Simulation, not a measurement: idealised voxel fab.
process module | voxel air gaps
cross-section cut | 285 nm wide | cells 5 nm
A cross-section is a grid of square cells, given in bands from the top down. A band is one or more rows of cells.
Each band's line starts with the height of the band's top and of its bottom, in nm. Then come its materials from left to right, each with its width in nm. One material with "throughout" fills the band from edge to edge. "air" is empty space.
Height 0 is the level under which the wafer as received is all one material. The lowest band goes on downwards, as in "0 down".
A width such as "30 to 40" changes by the same amount from each row of cells to the next, from the band's top row to its bottom row.
"no change" after a step means that no cell of the cross-section changed.
closed voids: empty space of 8 cells or more with no open way to the top, each as width x height at its distance from the left edge, in nm
after a step's settings: what the simulator itself notes on the step
overlay nm, on a step with a mask: how far to the right of its planned place the mask lay; to the left if negative
plan
1 op RECEIVE | material Si
2 op CONFORMAL_DEP | material SiO2 | thk nm 10
3 op CONFORMAL_DEP | material SiN | thk nm 5
4 op DIRECTIONAL_DEP | material lowk | thk nm 30
5 op MASKED_ETCH | tone open | mask id LINES | width nm 25 | pitch nm 50 | etch materials lowk | depth nm 30 | overlay nm -15
6 op CONFORMAL_DEP | material TiN | thk nm 5
7 op FILL_DEP | material Ru | thk nm 5
8 op CMP | height nm 45
9 op EPI | material Ru | thk nm 10
10 op SELECTIVE_ETCH | etch materials lowk | depth nm 40
11 op CONFORMAL_DEP | material SiCN | thk nm 5
varied across the wafers: overlay nm of step 5. The plan shows the first wafer's value. All wafers start alike
first wafer as received, after step 1
  0 down: Si throughout
  closed voids: none
each wafer at the end: cells of each material gained (+) or lost (-) since it was received, then its closed voids
overlay nm -15 | +99 Ru | +121 SiCN | +57 SiN | +114 SiO2 | +45 TiN | closed voids: 15 x 20 at 95; 15 x 20 at 145
overlay nm -10 | +99 Ru | +121 SiCN | +57 SiN | +114 SiO2 | +45 TiN | closed voids: 15 x 20 at 100; 15 x 20 at 150
overlay nm -5 | +99 Ru | +121 SiCN | +57 SiN | +114 SiO2 | +45 TiN | closed voids: 15 x 20 at 105; 15 x 20 at 155
overlay nm 0 | +99 Ru | +121 SiCN | +57 SiN | +114 SiO2 | +45 TiN | closed voids: 15 x 20 at 110; 15 x 20 at 160
overlay nm 5 | +99 Ru | +121 SiCN | +57 SiN | +114 SiO2 | +45 TiN | closed voids: 15 x 20 at 115; 15 x 20 at 165
overlay nm 10 | +99 Ru | +121 SiCN | +57 SiN | +114 SiO2 | +45 TiN | closed voids: 15 x 20 at 120; 15 x 20 at 170
overlay nm 15 | +99 Ru | +121 SiCN | +57 SiN | +114 SiO2 | +45 TiN | closed voids: 15 x 20 at 125; 15 x 20 at 175
